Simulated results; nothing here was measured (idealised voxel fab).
The following is a process module called voxel wiring stack.
This is section cut - it's 240 nm across, gridded in 5 nm square cells.
How to read a cross-section here: the picture is a grid of square cells, written as bands going from the top down, and any band can span one or more rows of cells.
Heads up on the band format: heights come first, top then bottom, in nm. After that it's the materials left to right, each with its width in nm. A single material flagged "all across" fills the whole band edge to edge, and "blank" means there's empty space there.
Height 0 is the level under which the wafer as received is all one material. The lowest band goes on downwards, as in "0 down".
A two-number width, for instance "30->40", indicates that the width is equal to the first number in the top row of the band and to the second number in the bottom row, and that it changes by a constant amount per row of cells.
The cross-section has no changed cell in any step marked "no change occurred".
In "Non-vented voids" the enclosed voids are listed, meaning empty spaces of 8 cells or larger without any opening to the top. The form is width x height at distance, distance from the left edge, units nm.
Formally, on a step line, whatever follows the settings is a remark that the simulator itself makes on the step.
overlay nm, on a step with a mask: how far to the right of its planned place the mask lay; to the left if negative

### Steps planned for the process
1 RECEIVE,material Si
2 CONFORMAL_DEP,material SiO2,thk nm 10
3 DIRECTIONAL_DEP,material TiN,thk nm 5
4 DIRECTIONAL_DEP,material Ru,thk nm 15
5 DIRECTIONAL_DEP,material aC,thk nm 10
6 PATTERN,tone cover,mask id METAL_1,material resist,width nm 20,pitch nm 50,thk nm 30,overlay nm 0
7 DIRECTIONAL_ETCH,etch materials aC,depth nm 10
8 STRIP,etch materials resist
9 DIRECTIONAL_ETCH,etch materials Ru,depth nm 15
10 DIRECTIONAL_ETCH,etch materials TiN,depth nm 5
11 STRIP,etch materials aC
12 CONFORMAL_DEP,material SiN,thk nm 5
13 FILL_DEP,material SiO2,thk nm 10
14 CMP,height nm 30
15 CONFORMAL_DEP,material SiCN,thk nm 5
16 DIRECTIONAL_DEP,material lowk,thk nm 10
17 PATTERN,tone open,mask id PLUG_1,material resist,width nm 15,pitch nm 50,thk nm 15,overlay nm 0
18 DIRECTIONAL_ETCH,etch materials lowk,depth nm 10
19 DIRECTIONAL_ETCH,etch materials SiCN,depth nm 5
20 STRIP,etch materials resist
21 EPI,material Ru,thk nm 10
22 EPI,material Ru,thk nm 5
23 CONFORMAL_DEP,material SiN,thk nm 5
24 DIRECTIONAL_DEP,material SiO2,thk nm 20
25 PATTERN,tone open,mask id METAL_2,material resist,width nm 20,pitch nm 50,thk nm 15,overlay nm 0
26 DIRECTIONAL_ETCH,etch materials SiO2,depth nm 20
27 DIRECTIONAL_ETCH,etch materials SiN,depth nm 5
28 STRIP,etch materials resist
29 CONFORMAL_DEP,material TiN,thk nm 5
30 FILL_DEP,material Cu,thk nm 5
31 CMP,height nm 70
32 EPI,material Ru,thk nm 5
33 FILL_DEP,material SiCN,thk nm 5
34 DIRECTIONAL_DEP,material SiO2,thk nm 15
35 MASKED_ETCH,tone open,mask id PLUG_2,width nm 15,pitch nm 50,etch materials SiO2,depth nm 15,overlay nm 0
36 MASKED_ETCH,tone open,mask id PLUG_2,width nm 15,pitch nm 50,etch materials SiCN,depth nm 5,overlay nm 0
37 EPI,material Ru,thk nm 10
38 EPI,material Ru,thk nm 10
39 DIRECTIONAL_DEP,material TiN,thk nm 5
40 DIRECTIONAL_DEP,material Ru,thk nm 25
41 MASKED_ETCH,tone cover,mask id METAL_3,width nm 20,pitch nm 50,etch materials Ru,depth nm 25,overlay nm 0
42 MASKED_ETCH,tone cover,mask id METAL_3,width nm 20,pitch nm 50,etch materials TiN,depth nm 5,overlay nm 0
43 FILL_DEP,material lowk,thk nm 5
44 CMP,height nm 125
45 CONFORMAL_DEP,material SiN,thk nm 5

### As received (post step 1): cross-section
> 0 down  Si all across
> Non-vented voids: none

### The plan above was carried out on the starting structure above with one mistake, and this cross-section shows the wafer at the end of the module
> 130 to 125  SiN all across
> 125 to 115  lowk: 60 | Ru: 20 | lowk: 30 | Ru: 20 | lowk: 30 | Ru: 20 | lowk: 60
> 115 to 110  lowk: 60 | Ru: 15 | TiN: 5 | lowk: 30 | Ru: 15 | TiN: 5 | lowk: 30 | Ru: 15 | TiN: 5 | lowk: 60
> 110 to 100  SiO2: 60 | Ru: 15 | SiO2: 35 | Ru: 15 | SiO2: 35 | Ru: 15 | SiO2: 65
> 100 to 95  SiO2: 60 | TiN: 15 | SiO2: 35 | TiN: 15 | SiO2: 35 | TiN: 15 | SiO2: 65
> 95 to 80  SiO2 all across
> 80 to 75  SiCN all across
> 75 to 70  SiCN: 55 | Ru: 30 | SiCN: 20 | Ru: 30 | SiCN: 20 | Ru: 30 | SiCN: 55
> 70 to 50  SiO2: 60 | TiN: 5 | Cu: 10 | TiN: 5 | SiO2: 30 | TiN: 5 | Cu: 10 | TiN: 5 | SiO2: 30 | TiN: 5 | Cu: 10 | TiN: 5 | SiO2: 60
> 50 to 45  SiN: 60 | TiN: 20 | SiN: 30 | TiN: 20 | SiN: 30 | TiN: 20 | SiN: 60
> 45 to 35  lowk: 60 | Ru: 15 | lowk: 35 | Ru: 15 | lowk: 35 | Ru: 15 | lowk: 65
> 35 to 30  SiCN: 60 | Ru: 15 | SiCN: 35 | Ru: 15 | SiCN: 35 | Ru: 15 | SiCN: 65
> 30 to 15  SiO2: 55 | SiN: 5 | Ru: 20 | SiN: 5 | SiO2: 20 | SiN: 5 | Ru: 20 | SiN: 5 | SiO2: 20 | SiN: 5 | Ru: 20 | SiN: 5 | SiO2: 55
> 15 to 10  SiN: 60 | TiN: 20 | SiN: 30 | TiN: 20 | SiN: 30 | TiN: 20 | SiN: 60
> 10 to 0  SiO2 all across
> 0 down  Si all across
> Non-vented voids: none
Against the plan, the run slipped here: plan step 34 was twice executed
